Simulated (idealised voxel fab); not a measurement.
Presented below is a process module, voxel transistor to metal.
Pictured: cross-section cut, 290 nm wide, on a grid of 5 nm square cells.
How to read a cross-section here: the picture is a grid of square cells, written as bands going from the top down, and any band can span one or more rows of cells. Within each band entry, the heights of the top and of the bottom of the band appear first, in that order and in nm; the materials of the band then follow from left to right, each with its corresponding width in nm. The designation "all across" on a single material indicates that it fills the band from edge to edge; the designation "air" indicates empty space. Height reference: 0 = level under which incoming wafer is all one material. Lowest band: no bottom, runs on downward, e.g. "top 0, no bottom". Top row gets the first number, bottom row gets the second, and each row in between changes by the same step: that is how a band width like "30->40" works. Take "no alterations made" at face value: in the step it is given for, the cross-section changed in none of its cells. Under "Sealed internal cavities" you'll find the enclosed gaps, the ones with no way out to the top, that are 8 cells or bigger; each reads width x height at distance, with distance counted from the left edge, everything in nm. What comes after the settings on a step's line is commentary from the simulator itself on that step. The setting "overlay nm" may be written on the line of a step. When the step uses a mask, the value reports how far to the right of the planned place the mask lay, and a negative value reports that it lay to the left.

-- Planned step list for the process
1. RECEIVE with material Si
2. CONFORMAL_DEP with material SiO2, thk nm 5
3. CONFORMAL_DEP with material SiN, thk nm 15
4. DIRECTIONAL_DEP with material aC, thk nm 10
5. PATTERN with tone cover, mask id ACTIVE, material resist, width nm 105, pitch nm 135, thk nm 30, overlay nm 0
6. DIRECTIONAL_ETCH with etch materials aC, depth nm 10
7. STRIP with etch materials resist
8. DIRECTIONAL_ETCH with etch materials SiN, depth nm 15
9. DIRECTIONAL_ETCH with etch materials SiO2, depth nm 5
10. DIRECTIONAL_ETCH with etch materials Si, depth nm 35
11. STRIP with etch materials aC
12. OXIDIZE with depth nm 5
13. FILL_DEP with material SiO2, thk nm 15
14. CMP with height nm 20
15. SELECTIVE_ETCH with etch materials SiO2, depth nm 10
16. STRIP with etch materials SiN
17. SELECTIVE_ETCH with etch materials SiO2, depth nm 5
18. OXIDIZE with depth nm 5
19. DIRECTIONAL_DEP with material polySi, thk nm 25
20. DIRECTIONAL_DEP with material SiCN, thk nm 10
21. MASKED_ETCH with tone cover, mask id GATE, width nm 25, pitch nm 135, etch materials SiCN, depth nm 20, overlay nm 0
22. MASKED_ETCH with tone cover, mask id GATE, width nm 25, pitch nm 135, etch materials polySi, depth nm 35, overlay nm 0
23. CONFORMAL_DEP with material SiO2, thk nm 5
24. DIRECTIONAL_ETCH with etch materials SiO2, depth nm 5
25. CONFORMAL_DEP with material SiN, thk nm 10
26. DIRECTIONAL_ETCH with etch materials SiN, depth nm 10
27. DIRECTIONAL_ETCH with etch materials SiO2, depth nm 5
28. DIRECTIONAL_ETCH with etch materials Si, depth nm 10
29. EPI with material pSi, thk nm 15
30. FILL_DEP with material SiO2, thk nm 10
31. CMP with height nm 25
32. STRIP with etch materials polySi
33. SELECTIVE_ETCH with etch materials SiO2, depth nm 5
34. CONFORMAL_DEP with material HfO2, thk nm 5
35. CONFORMAL_DEP with material TiN, thk nm 5
36. FILL_DEP with material W, thk nm 10
37. CMP with height nm 20
38. DIRECTIONAL_DEP with material SiO2, thk nm 10
39. DIRECTIONAL_DEP with material aC, thk nm 15
40. PATTERN with tone open, mask id CONTACT, material resist, width nm 20, thk nm 35, overlay nm 0
41. DIRECTIONAL_ETCH with etch materials aC, depth nm 15
42. STRIP with etch materials resist
43. DIRECTIONAL_ETCH with etch materials SiO2, depth nm 20
44. STRIP with etch materials aC
45. CONFORMAL_DEP with material TiN, thk nm 5
46. FILL_DEP with material Ru, thk nm 5
47. CMP with height nm 30
48. DIRECTIONAL_DEP with material TiN, thk nm 5
49. DIRECTIONAL_DEP with material W, thk nm 20
50. DIRECTIONAL_DEP with material aC, thk nm 10
51. PATTERN with tone cover, mask id METAL_1, material resist, width nm 20, thk nm 25, overlay nm 0
52. DIRECTIONAL_ETCH with etch materials aC, depth nm 10
53. STRIP with etch materials resist
54. DIRECTIONAL_ETCH with etch materials W, depth nm 20
55. DIRECTIONAL_ETCH with etch materials TiN, depth nm 5
56. STRIP with etch materials aC
57. FILL_DEP with material lowk, thk nm 10
58. CMP with height nm 55
59. CONFORMAL_DEP with material SiCN, thk nm 5
60. DIRECTIONAL_DEP with material SiO2, thk nm 35
61. MASKED_ETCH with tone open, mask id METAL_2_HOLES, width nm 15, pitch nm 135, etch materials SiO2, depth nm 35, overlay nm 0
62. DIRECTIONAL_DEP with material aC, thk nm 10
63. PATTERN with tone open, mask id METAL_2, material resist, width nm 20, pitch nm 135, thk nm 25, overlay nm 0
64. DIRECTIONAL_ETCH with etch materials aC, depth nm 10
65. STRIP with etch materials resist
66. DIRECTIONAL_ETCH with etch materials SiO2, depth nm 20
67. DIRECTIONAL_ETCH with etch materials SiCN, depth nm 5
68. STRIP with etch materials aC
69. CONFORMAL_DEP with material TiN, thk nm 5
70. FILL_DEP with material Cu, thk nm 10
71. CMP with height nm 95
72. CONFORMAL_DEP with material SiN, thk nm 5

-- This is the cross-section of the wafer as we received it, i.e. after step 1
    top 0, no bottom: Si all across
    Sealed internal cavities: none

-- Looking at the first of two wafers in cross-section at end of module - ran to plan
    top 100, bottom 95: SiN all across
    top 95, bottom 80: 30 nm SiO2; 5 nm TiN; 10 nm Cu; 5 nm TiN; 115 nm SiO2; 5 nm TiN; 10 nm Cu; 5 nm TiN; 105 nm SiO2
    top 80, bottom 75: 30 nm SiO2; 5 nm TiN; 5 nm Cu; 10 nm TiN; 115 nm SiO2; 5 nm TiN; 5 nm Cu; 10 nm TiN; 105 nm SiO2
    top 75, bottom 60: 30 nm SiO2; 5 nm TiN; 5 nm Cu; 5 nm TiN; 120 nm SiO2; 5 nm TiN; 5 nm Cu; 5 nm TiN; 110 nm SiO2
    top 60, bottom 55: 30 nm SiCN; 15 nm TiN; 120 nm SiCN; 15 nm TiN; 110 nm SiCN
    top 55, bottom 35: 30 nm lowk; 20 nm W; 55 nm lowk; 20 nm W; 40 nm lowk; 20 nm W; 55 nm lowk; 20 nm W; 30 nm lowk
    top 35, bottom 30: 30 nm lowk; 20 nm TiN; 55 nm lowk; 20 nm TiN; 40 nm lowk; 20 nm TiN; 55 nm lowk; 20 nm TiN; 30 nm lowk
    top 30, bottom 20: 30 nm SiO2; 5 nm TiN; 10 nm Ru; 5 nm TiN; 55 nm SiO2; 5 nm TiN; 10 nm Ru; 5 nm TiN; 40 nm SiO2; 5 nm TiN; 10 nm Ru; 5 nm TiN; 55 nm SiO2; 5 nm TiN; 10 nm Ru; 5 nm TiN; 30 nm SiO2
    top 20, bottom 15: 30 nm SiO2; 5 nm TiN; 10 nm Ru; 5 nm TiN; 10 nm SiN; 5 nm HfO2; 5 nm TiN; 15 nm W; 5 nm TiN; 5 nm HfO2; 10 nm SiN; 5 nm TiN; 10 nm Ru; 5 nm TiN; 40 nm SiO2; 5 nm TiN; 10 nm Ru; 5 nm TiN; 10 nm SiN; 5 nm HfO2; 5 nm TiN; 15 nm W; 5 nm TiN; 5 nm HfO2; 10 nm SiN; 5 nm TiN; 10 nm Ru; 5 nm TiN; 30 nm SiO2
    top 15, bottom 10: 30 nm SiO2; 20 nm TiN; 10 nm SiN; 5 nm HfO2; 5 nm TiN; 15 nm W; 5 nm TiN; 5 nm HfO2; 10 nm SiN; 20 nm TiN; 40 nm SiO2; 20 nm TiN; 10 nm SiN; 5 nm HfO2; 5 nm TiN; 15 nm W; 5 nm TiN; 5 nm HfO2; 10 nm SiN; 20 nm TiN; 30 nm SiO2
    top 10, bottom 5: 30 nm SiO2; 20 nm pSi; 10 nm SiN; 5 nm HfO2; 5 nm TiN; 15 nm W; 5 nm TiN; 5 nm HfO2; 10 nm SiN; 20 nm pSi; 40 nm SiO2; 20 nm pSi; 10 nm SiN; 5 nm HfO2; 5 nm TiN; 15 nm W; 5 nm TiN; 5 nm HfO2; 10 nm SiN; 20 nm pSi; 30 nm SiO2
    top 5, bottom 0: 25 nm SiO2; 10 nm SiN; 15 nm pSi; 10 nm SiN; 5 nm HfO2; 25 nm TiN; 5 nm HfO2; 10 nm SiN; 15 nm pSi; 10 nm SiN; 30 nm SiO2; 10 nm SiN; 15 nm pSi; 10 nm SiN; 5 nm HfO2; 25 nm TiN; 5 nm HfO2; 10 nm SiN; 15 nm pSi; 10 nm SiN; 25 nm SiO2
    top 0, bottom -5: 35 nm SiO2; 15 nm pSi; 10 nm SiO2; 35 nm HfO2; 10 nm SiO2; 15 nm pSi; 50 nm SiO2; 15 nm pSi; 10 nm SiO2; 35 nm HfO2; 10 nm SiO2; 15 nm pSi; 35 nm SiO2
    top -5, bottom -15: 30 nm SiO2; 5 nm Si; 15 nm pSi; 55 nm Si; 15 nm pSi; 5 nm Si; 40 nm SiO2; 5 nm Si; 15 nm pSi; 55 nm Si; 15 nm pSi; 5 nm Si; 30 nm SiO2
    top -15, bottom -40: 30 nm SiO2; 95 nm Si; 40 nm SiO2; 95 nm Si; 30 nm SiO2
    top -40, no bottom: Si all across
    Sealed internal cavities: none

-- Same start, same plan as the first wafer - but one mistake in the run. Cross-section of the second of the two at the end of the module
    top 100, bottom 95: SiN all across
    top 95, bottom 80: 30 nm SiO2; 5 nm TiN; 10 nm Cu; 5 nm TiN; 115 nm SiO2; 5 nm TiN; 10 nm Cu; 5 nm TiN; 105 nm SiO2
    top 80, bottom 75: 30 nm SiO2; 10 nm TiN; 5 nm Cu; 5 nm TiN; 115 nm SiO2; 10 nm TiN; 5 nm Cu; 5 nm TiN; 105 nm SiO2
    top 75, bottom 60: 35 nm SiO2; 5 nm TiN; 5 nm Cu; 5 nm TiN; 120 nm SiO2; 5 nm TiN; 5 nm Cu; 5 nm TiN; 105 nm SiO2
    top 60, bottom 55: 35 nm SiCN; 15 nm TiN; 120 nm SiCN; 15 nm TiN; 105 nm SiCN
    top 55, bottom 35: 30 nm lowk; 20 nm W; 55 nm lowk; 20 nm W; 40 nm lowk; 20 nm W; 55 nm lowk; 20 nm W; 30 nm lowk
    top 35, bottom 30: 30 nm lowk; 20 nm TiN; 55 nm lowk; 20 nm TiN; 40 nm lowk; 20 nm TiN; 55 nm lowk; 20 nm TiN; 30 nm lowk
    top 30, bottom 20: 30 nm SiO2; 5 nm TiN; 10 nm Ru; 5 nm TiN; 55 nm SiO2; 5 nm TiN; 10 nm Ru; 5 nm TiN; 40 nm SiO2; 5 nm TiN; 10 nm Ru; 5 nm TiN; 55 nm SiO2; 5 nm TiN; 10 nm Ru; 5 nm TiN; 30 nm SiO2
    top 20, bottom 15: 30 nm SiO2; 5 nm TiN; 10 nm Ru; 5 nm TiN; 10 nm SiN; 5 nm HfO2; 5 nm TiN; 15 nm W; 5 nm TiN; 5 nm HfO2; 10 nm SiN; 5 nm TiN; 10 nm Ru; 5 nm TiN; 40 nm SiO2; 5 nm TiN; 10 nm Ru; 5 nm TiN; 10 nm SiN; 5 nm HfO2; 5 nm TiN; 15 nm W; 5 nm TiN; 5 nm HfO2; 10 nm SiN; 5 nm TiN; 10 nm Ru; 5 nm TiN; 30 nm SiO2
    top 15, bottom 10: 30 nm SiO2; 20 nm TiN; 10 nm SiN; 5 nm HfO2; 5 nm TiN; 15 nm W; 5 nm TiN; 5 nm HfO2; 10 nm SiN; 20 nm TiN; 40 nm SiO2; 20 nm TiN; 10 nm SiN; 5 nm HfO2; 5 nm TiN; 15 nm W; 5 nm TiN; 5 nm HfO2; 10 nm SiN; 20 nm TiN; 30 nm SiO2
    top 10, bottom 5: 30 nm SiO2; 20 nm pSi; 10 nm SiN; 5 nm HfO2; 5 nm TiN; 15 nm W; 5 nm TiN; 5 nm HfO2; 10 nm SiN; 20 nm pSi; 40 nm SiO2; 20 nm pSi; 10 nm SiN; 5 nm HfO2; 5 nm TiN; 15 nm W; 5 nm TiN; 5 nm HfO2; 10 nm SiN; 20 nm pSi; 30 nm SiO2
    top 5, bottom 0: 25 nm SiO2; 10 nm SiN; 15 nm pSi; 10 nm SiN; 5 nm HfO2; 25 nm TiN; 5 nm HfO2; 10 nm SiN; 15 nm pSi; 10 nm SiN; 30 nm SiO2; 10 nm SiN; 15 nm pSi; 10 nm SiN; 5 nm HfO2; 25 nm TiN; 5 nm HfO2; 10 nm SiN; 15 nm pSi; 10 nm SiN; 25 nm SiO2
    top 0, bottom -5: 35 nm SiO2; 15 nm pSi; 10 nm SiO2; 35 nm HfO2; 10 nm SiO2; 15 nm pSi; 50 nm SiO2; 15 nm pSi; 10 nm SiO2; 35 nm HfO2; 10 nm SiO2; 15 nm pSi; 35 nm SiO2
    top -5, bottom -15: 30 nm SiO2; 5 nm Si; 15 nm pSi; 55 nm Si; 15 nm pSi; 5 nm Si; 40 nm SiO2; 5 nm Si; 15 nm pSi; 55 nm Si; 15 nm pSi; 5 nm Si; 30 nm SiO2
    top -15, bottom -40: 30 nm SiO2; 95 nm Si; 40 nm SiO2; 95 nm Si; 30 nm SiO2
    top -40, no bottom: Si all across
    Sealed internal cavities: none
Here's what went sideways: step 61 did not use the planned setting and instead ran as MASKED_ETCH with tone open, mask id METAL_2_HOLES, width nm 15, pitch nm 135, etch materials SiO2, depth nm 35, overlay nm 5
The two final wafers agree on how many cells each material fills and disagree on which cells those are.
